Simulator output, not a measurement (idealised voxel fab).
Proc. module: voxel capacitor over wiring
Section cut is 235 nm wide and gridded with 5 nm square cells.
A cross-section is a grid of square cells, given in bands from the top down. A band is one or more rows of cells. In this notation a band is specified by the heights of its top and bottom, in that order and in nm, after which its materials appear from left to right, each paired with its width in nm. The word "edge to edge" attached to a single material means that material fills the band from edge to edge; the word "empty" stands for empty space. Heights are reckoned from 0. Under this level, the received wafer is all of one material. The bottommost band is open-ended downward, for example "0 and below". The two numbers in a width such as "30..40" mark its ends across the band: the first belongs to the top row of cells, the second to the bottom row, and from each row to the next the width moves by the same amount. "no alterations made" for a step: no cell of the cross-section changed in that step. Closed-off voids of 8+ cells (no open route to the top) go in "Closed void table", written width x height at distance from the left edge, in nm. Note: text after step settings on the step line = simulator remark on that step. On any step carrying a mask, the "overlay nm" setting, if present on the step's line, tells how far right of its planned place the mask lay; negative values point to the left.

## Planned step list for the process
1: RECEIVE (material Si)
2: CONFORMAL_DEP (material SiO2; thk nm 15)
3: DIRECTIONAL_DEP (material TiN; thk nm 5)
4: DIRECTIONAL_DEP (material W; thk nm 20)
5: MASKED_ETCH (tone cover; mask id METAL_1; width nm 25; pitch nm 95; etch materials W; depth nm 20; overlay nm 0)
6: MASKED_ETCH (tone cover; mask id METAL_1; width nm 25; pitch nm 95; etch materials TiN; depth nm 5; overlay nm 0)
7: CONFORMAL_DEP (material SiN; thk nm 5)
8: FILL_DEP (material lowk; thk nm 5)
9: CMP (height nm 40)
10: CONFORMAL_DEP (material SiCN; thk nm 5)
11: DIRECTIONAL_DEP (material SiO2; thk nm 20)
12: MASKED_ETCH (tone open; mask id PLUG_1; width nm 15; etch materials SiO2; depth nm 20; overlay nm 0)
13: MASKED_ETCH (tone open; mask id PLUG_1; width nm 15; etch materials SiCN; depth nm 5; overlay nm 0)
14: EPI (material Ru; thk nm 10)
15: EPI (material Ru; thk nm 10)
16: EPI (material Ru; thk nm 5)
17: DIRECTIONAL_DEP (material TiN; thk nm 10)
18: DIRECTIONAL_DEP (material Al2O3; thk nm 5)
19: DIRECTIONAL_DEP (material TiN; thk nm 10)
20: DIRECTIONAL_DEP (material aC; thk nm 15)
21: PATTERN (tone cover; mask id UPPER_PLATE; material resist; width nm 75; thk nm 35; overlay nm 0)
22: DIRECTIONAL_ETCH (etch materials aC; depth nm 15)
23: STRIP (etch materials resist)
24: DIRECTIONAL_ETCH (etch materials TiN; depth nm 10)
25: DIRECTIONAL_ETCH (etch materials Al2O3; depth nm 5)
26: STRIP (etch materials aC)
27: MASKED_ETCH (tone cover; mask id LOWER_PLATE; width nm 85; etch materials TiN; depth nm 10; overlay nm 0)
28: FILL_DEP (material SiO2; thk nm 15)
29: CMP (height nm 100)
30: DIRECTIONAL_DEP (material aC; thk nm 10)
31: PATTERN (tone open; mask id PLUG_2; material resist; width nm 15; thk nm 25; overlay nm 0)
32: DIRECTIONAL_ETCH (etch materials aC; depth nm 10)
33: STRIP (etch materials resist)
34: DIRECTIONAL_ETCH (etch materials SiO2; depth nm 10)
35: STRIP (etch materials aC)
36: CONFORMAL_DEP (material TiN; thk nm 5)
37: FILL_DEP (material Ru; thk nm 10)
38: CMP (height nm 100)
39: CONFORMAL_DEP (material SiN; thk nm 5)

## Wafer at receipt (post step 1), cross-section
    0 and below: Si edge to edge
    Closed void table: none

## Final cross-section, module run with one mistake (start and plan as above)
    105 down to 100: SiN edge to edge
    100 down to 95: 75 SiO2  5 TiN  60 Al2O3  95 SiO2
    95 down to 90: 60 SiO2  5 TiN  10 SiO2  70 TiN  90 SiO2
    90 down to 80: 60..65 SiO2  85..15 TiN  90..155 SiO2
    80 down to 75: 65 SiO2  15 Al2O3  155 SiO2
    75 down to 65: 65 SiO2  15 TiN  155 SiO2
    65 down to 45: SiO2 edge to edge
    45 down to 40: SiCN edge to edge
    40 down to 20: 50 lowk  5 SiN  25 W  5 SiN  60 lowk  5 SiN  25 W  5 SiN  55 lowk
    20 down to 15: 55 SiN  25 TiN  70 SiN  25 TiN  60 SiN
    15 down to 0: SiO2 edge to edge
    0 and below: Si edge to edge
    Closed void table: none
Error vs. plan: step 11 of the plan was performed twice
